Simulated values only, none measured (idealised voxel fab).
Process module heading - voxel wiring stack
Cross-section cut: width 260 nm, square cells of 5 nm.
Cross-section spec: square-cell grid; bands listed top down; each band is one or more rows.
Within each band entry, the heights of the top and of the bottom of the band appear first, in that order and in nm; the materials of the band then follow from left to right, each with its corresponding width in nm. The designation "edge to edge" on a single material indicates that it fills the band from edge to edge; the designation "blank" indicates empty space.
For the purposes of this specification, 0 denotes the height below which the wafer in its as-received condition is composed wholly of one material, and the lowermost band, lacking a lower limit, extends downward without end, as expressed in "0..down".
Note: "30 to 40" means the width goes from the first number (top row of the band) to the second number (bottom row) in equal steps per row of cells.
For the purposes of this document, the phrase "no alteration" attached to a step denotes that no cell within the cross-section was modified by that step.
Empty spaces without an open route to the top, at least 8 cells in extent, make up the entry "Closed void table"; each is given as width x height at distance, where the distance is measured from the left edge, and all are in nm.
Step line, after settings: the simulator's comment on this step.
"overlay nm" denotes, for a step that has a mask, the displacement of the mask to the right of its planned place, with negative values corresponding to the left.
[These are the steps we planned for the process]
- 1: RECEIVE, material Si
- 2: CONFORMAL_DEP, material SiO2, thk nm 15
- 3: CONFORMAL_DEP, material SiCN, thk nm 5
- 4: DIRECTIONAL_DEP, material lowk, thk nm 15
- 5: DIRECTIONAL_DEP, material aC, thk nm 10
- 6: PATTERN, tone open, mask id METAL_1, material resist, width nm 20, pitch nm 45, thk nm 30, overlay nm 0
- 7: DIRECTIONAL_ETCH, etch materials aC, depth nm 10
- 8: STRIP, etch materials resist
- 9: DIRECTIONAL_ETCH, etch materials lowk, depth nm 15
- 10: DIRECTIONAL_ETCH, etch materials SiCN, depth nm 5
- 11: STRIP, etch materials aC
- 12: CONFORMAL_DEP, material TiN, thk nm 5
- 13: FILL_DEP, material Ru, thk nm 10
- 14: CMP, height nm 35
- 15: CONFORMAL_DEP, material SiCN, thk nm 5
- 16: DIRECTIONAL_DEP, material SiO2, thk nm 30
- 17: PATTERN, tone open, mask id METAL_2, material resist, width nm 30, pitch nm 45, thk nm 20, overlay nm 0
- 18: DIRECTIONAL_ETCH, etch materials SiO2, depth nm 20
- 19: STRIP, etch materials resist
- 20: PATTERN, tone open, mask id METAL_2_HOLES, material resist, width nm 15, pitch nm 45, thk nm 20, overlay nm 0
- 21: DIRECTIONAL_ETCH, etch materials SiO2, depth nm 10
- 22: DIRECTIONAL_ETCH, etch materials SiCN, depth nm 5
- 23: STRIP, etch materials resist
- 24: CONFORMAL_DEP, material TiN, thk nm 5
- 25: FILL_DEP, material Cu, thk nm 5
- 26: CMP, height nm 70
- 27: CONFORMAL_DEP, material SiCN, thk nm 5
- 28: DIRECTIONAL_DEP, material lowk, thk nm 30
- 29: DIRECTIONAL_DEP, material aC, thk nm 15
- 30: PATTERN, tone open, mask id METAL_3_HOLES, material resist, width nm 15, pitch nm 45, thk nm 35, overlay nm 0
- 31: DIRECTIONAL_ETCH, etch materials aC, depth nm 15
- 32: STRIP, etch materials resist
- 33: DIRECTIONAL_ETCH, etch materials lowk, depth nm 30
- 34: STRIP, etch materials aC
- 35: MASKED_ETCH, tone open, mask id METAL_3, width nm 30, pitch nm 45, etch materials lowk, depth nm 15, overlay nm 0
- 36: MASKED_ETCH, tone open, mask id METAL_3, width nm 30, pitch nm 45, etch materials SiCN, depth nm 5, overlay nm 0
- 37: CONFORMAL_DEP, material TiN, thk nm 5
- 38: FILL_DEP, material Cu, thk nm 5
- 39: CMP, height nm 105
- 40: CONFORMAL_DEP, material SiCN, thk nm 5
Keep in mind the plan's value for the width nm of step 6 comes from the first wafer; the wafers don't share that setting, but they do share the same starting point.
[Cross-sectional view of the first of several wafers in the as-received condition, corresponding to the state following step 1]
0..down  Si edge to edge
Closed void table: none
[Cross-section of the first of several wafers, taken after step 40, where the module ends]
110..105  SiCN edge to edge
105..95  45 of lowk | 5 of TiN | 20 of Cu | 5 of TiN | 15 of lowk | 5 of TiN | 20 of Cu | 5 of TiN | 15 of lowk | 5 of TiN | 20 of Cu | 5 of TiN | 15 of lowk | 5 of TiN | 20 of Cu | 5 of TiN | 50 of lowk
95..90  45 of lowk | 5 of TiN | 5 of Cu | 20 of TiN | 15 of lowk | 5 of TiN | 5 of Cu | 20 of TiN | 15 of lowk | 5 of TiN | 5 of Cu | 20 of TiN | 15 of lowk | 5 of TiN | 5 of Cu | 20 of TiN | 50 of lowk
90..75  45 of lowk | 5 of TiN | 5 of Cu | 5 of TiN | 30 of lowk | 5 of TiN | 5 of Cu | 5 of TiN | 30 of lowk | 5 of TiN | 5 of Cu | 5 of TiN | 30 of lowk | 5 of TiN | 5 of Cu | 5 of TiN | 65 of lowk
75..70  45 of SiCN | 15 of TiN | 30 of SiCN | 15 of TiN | 30 of SiCN | 15 of TiN | 30 of SiCN | 15 of TiN | 65 of SiCN
70..55  45 of SiO2 | 5 of TiN | 20 of Cu | 5 of TiN | 15 of SiO2 | 5 of TiN | 20 of Cu | 5 of TiN | 15 of SiO2 | 5 of TiN | 20 of Cu | 5 of TiN | 15 of SiO2 | 5 of TiN | 20 of Cu | 5 of TiN | 50 of SiO2
55..50  45 of SiO2 | 5 of TiN | 5 of Cu | 20 of TiN | 15 of SiO2 | 5 of TiN | 5 of Cu | 20 of TiN | 15 of SiO2 | 5 of TiN | 5 of Cu | 20 of TiN | 15 of SiO2 | 5 of TiN | 5 of Cu | 20 of TiN | 50 of SiO2
50..40  45 of SiO2 | 5 of TiN | 5 of Cu | 5 of TiN | 30 of SiO2 | 5 of TiN | 5 of Cu | 5 of TiN | 30 of SiO2 | 5 of TiN | 5 of Cu | 5 of TiN | 30 of SiO2 | 5 of TiN | 5 of Cu | 5 of TiN | 65 of SiO2
40..35  45 of SiCN | 15 of TiN | 30 of SiCN | 15 of TiN | 30 of SiCN | 15 of TiN | 30 of SiCN | 15 of TiN | 65 of SiCN
35..20  50 of lowk | 5 of TiN | 10 of Ru | 5 of TiN | 25 of lowk | 5 of TiN | 10 of Ru | 5 of TiN | 25 of lowk | 5 of TiN | 10 of Ru | 5 of TiN | 25 of lowk | 5 of TiN | 10 of Ru | 5 of TiN | 55 of lowk
20..15  50 of SiCN | 20 of TiN | 25 of SiCN | 20 of TiN | 25 of SiCN | 20 of TiN | 25 of SiCN | 20 of TiN | 55 of SiCN
15..0  SiO2 edge to edge
0..down  Si edge to edge
Closed void table: none
[Here we cross-sectioned the last of the wafers once the module was done]
110..105  SiCN edge to edge
105..95  45 of lowk | 5 of TiN | 20 of Cu | 5 of TiN | 15 of lowk | 5 of TiN | 20 of Cu | 5 of TiN | 15 of lowk | 5 of TiN | 20 of Cu | 5 of TiN | 15 of lowk | 5 of TiN | 20 of Cu | 5 of TiN | 50 of lowk
95..90  45 of lowk | 5 of TiN | 5 of Cu | 20 of TiN | 15 of lowk | 5 of TiN | 5 of Cu | 20 of TiN | 15 of lowk | 5 of TiN | 5 of Cu | 20 of TiN | 15 of lowk | 5 of TiN | 5 of Cu | 20 of TiN | 50 of lowk
90..75  45 of lowk | 5 of TiN | 5 of Cu | 5 of TiN | 30 of lowk | 5 of TiN | 5 of Cu | 5 of TiN | 30 of lowk | 5 of TiN | 5 of Cu | 5 of TiN | 30 of lowk | 5 of TiN | 5 of Cu | 5 of TiN | 65 of lowk
75..70  45 of SiCN | 15 of TiN | 30 of SiCN | 15 of TiN | 30 of SiCN | 15 of TiN | 30 of SiCN | 15 of TiN | 65 of SiCN
70..55  45 of SiO2 | 5 of TiN | 20 of Cu | 5 of TiN | 15 of SiO2 | 5 of TiN | 20 of Cu | 5 of TiN | 15 of SiO2 | 5 of TiN | 20 of Cu | 5 of TiN | 15 of SiO2 | 5 of TiN | 20 of Cu | 5 of TiN | 50 of SiO2
55..50  45 of SiO2 | 5 of TiN | 5 of Cu | 20 of TiN | 15 of SiO2 | 5 of TiN | 5 of Cu | 20 of TiN | 15 of SiO2 | 5 of TiN | 5 of Cu | 20 of TiN | 15 of SiO2 | 5 of TiN | 5 of Cu | 20 of TiN | 50 of SiO2
50..40  45 of SiO2 | 5 of TiN | 5 of Cu | 5 of TiN | 30 of SiO2 | 5 of TiN | 5 of Cu | 5 of TiN | 30 of SiO2 | 5 of TiN | 5 of Cu | 5 of TiN | 30 of SiO2 | 5 of TiN | 5 of Cu | 5 of TiN | 65 of SiO2
40..35  45 of SiCN | 15 of TiN | 30 of SiCN | 15 of TiN | 30 of SiCN | 15 of TiN | 30 of SiCN | 15 of TiN | 65 of SiCN
35..20  45 of lowk | 5 of TiN | 20 of Ru | 5 of TiN | 15 of lowk | 5 of TiN | 20 of Ru | 5 of TiN | 15 of lowk | 5 of TiN | 20 of Ru | 5 of TiN | 15 of lowk | 5 of TiN | 20 of Ru | 5 of TiN | 50 of lowk
20..15  45 of SiCN | 30 of TiN | 15 of SiCN | 30 of TiN | 15 of SiCN | 30 of TiN | 15 of SiCN | 30 of TiN | 50 of SiCN
15..0  SiO2 edge to edge
0..down  Si edge to edge
Closed void table: none
[Table: wafers, a row each; end-of-module cell change per material since receipt, gain (+), loss (-); then closed voids]
width nm 20; +108 Cu; +24 Ru; +168 SiCN; +348 SiO2; +184 TiN; +312 lowk; Closed void table: none
width nm 25; +108 Cu; +36 Ru; +164 SiCN; +348 SiO2; +188 TiN; +300 lowk; Closed void table: none
width nm 30; +108 Cu; +48 Ru; +160 SiCN; +348 SiO2; +192 TiN; +288 lowk; Closed void table: none
